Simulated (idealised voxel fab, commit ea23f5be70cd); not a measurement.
process module | voxel trench capacitor
cross-section cut | 140 nm wide | cells 5 nm
A cross-section is a grid of square cells, given in bands from the top down. A band is one or more rows of cells.
Each band's line starts with the height of the band's top and of its bottom, in nm. Then come its materials from left to right, each with its width in nm. One material with "throughout" fills the band from edge to edge. "air" is empty space.
Height 0 is the level under which the wafer as received is all one material. The lowest band goes on downwards, as in "0 down".
A width such as "30 to 40" changes by the same amount from each row of cells to the next, from the band's top row to its bottom row.
"no change" after a step means that no cell of the cross-section changed.
closed voids: empty space of 8 cells or more with no open way to the top, each as width x height at its distance from the left edge, in nm
after a step's settings: what the simulator itself notes on the step
overlay nm, on a step with a mask: how far to the right of its planned place the mask lay; to the left if negative
plan
1 op RECEIVE | material Si
2 op CONFORMAL_DEP | material SiN | thk nm 10
3 op PATTERN | tone open | mask id TRENCH | material resist | width nm 30 | pitch nm 55 | thk nm 20 | overlay nm 0
4 op DIRECTIONAL_ETCH | etch materials SiN | depth nm 10
5 op DIRECTIONAL_ETCH | etch materials Si | depth nm 35
6 op STRIP | etch materials resist
7 op CONFORMAL_DEP | material HfO2 | thk nm 5
8 op CONFORMAL_DEP | material TiN | thk nm 5
9 op FILL_DEP | material W | thk nm 10
10 op CMP | height nm 10
as received, after step 1
  0 down: Si throughout
  closed voids: none
a wafer at the end: this start, this plan, one mistake
  10 to 0: SiN 25 | TiN 5 | W 20 | TiN 5 | SiN 25 | TiN 5 | W 20 | TiN 5 | SiN 30
  0 to -30: Si 25 | TiN 5 | W 20 | TiN 5 | Si 25 | TiN 5 | W 20 | TiN 5 | Si 30
  -30 to -35: Si 25 | TiN 30 | Si 25 | TiN 30 | Si 30
  -35 down: Si throughout
  closed voids: none
what went wrong: step 7 was left out
